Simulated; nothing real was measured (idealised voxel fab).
Process module under the name voxel lift off
Square cell edge 5 nm, section width 215 nm, ID cut.
If you're reading a cross-section in this doc, picture square cells in a grid; it comes to you as bands, top ones listed first down to the bottom, and a band can be one or more rows of cells. Per band: top height and bottom height in nm, followed by the left-to-right materials and their widths in nm; "everywhere" marks a single material spanning edge to edge, "air" marks empty space. Ref level 0: as-received wafer is one material below here. Bottom band extends down with no lower bound ("top 0, no bottom"). Think of "30->40" as a width that walks from the first number to the second as you go down the band, top row to bottom row, taking equal-sized steps from row to row. You'll sometimes find "changes: none" written for a step, and that's the way of saying that nowhere in the cross-section did a cell change during that step. Basically, "Internal closed voids" tells you about the enclosed voids: empty spaces with no open way to the top, 8 cells or bigger, each written width x height at distance, where distance is from the left edge, all in nm. On each step's line, the part that comes after the settings is the simulator's own comment on the step. Steps that use a mask can have "overlay nm" on their line. It says how far the mask sat to the right of where it was meant to be. Negative means to the left.
[Intended process steps]
1. RECEIVE, material Si
2. CONFORMAL_DEP, material SiN, thk nm 5
3. PATTERN, tone open, mask id LINES, material resist, width nm 20, pitch nm 45, thk nm 20, overlay nm 0
4. DIRECTIONAL_DEP, material Ru, thk nm 5
5. STRIP, etch materials resist
6. CONFORMAL_DEP, material SiCN, thk nm 5
[Received-state cross-section, reflecting completion of step 1]
* top 0, no bottom = Si everywhere
* Internal closed voids: none
[First of two wafers at the end of the module, shown in cross-section; run carried out as planned]
* top 15, bottom 10 = 45 nm air / 30 nm SiCN / 15 nm air / 30 nm SiCN / 15 nm air / 30 nm SiCN / 50 nm air
* top 10, bottom 5 = 50 nm SiCN / 20 nm Ru / 25 nm SiCN / 20 nm Ru / 25 nm SiCN / 20 nm Ru / 55 nm SiCN
* top 5, bottom 0 = SiN everywhere
* top 0, no bottom = Si everywhere
* Internal closed voids: none
[Second wafer through the module, sectioned at the end: same beginning and same plan as the first wafer, with one mistake in carrying it out]
* top 10, bottom 5 = 45 nm air / 30 nm SiCN / 15 nm air / 30 nm SiCN / 15 nm air / 30 nm SiCN / 50 nm air
* top 5, bottom 0 = 50 nm SiCN / 20 nm Ru / 25 nm SiCN / 20 nm Ru / 25 nm SiCN / 20 nm Ru / 55 nm SiCN
* top 0, no bottom = Si everywhere
* Internal closed voids: none
What broke from the plan during processing? step 2 in the plan did not get run; it was skipped
Bottom line after processing is that, in cells, the second wafer is up or down on some materials versus the first: 43 fewer of SiN
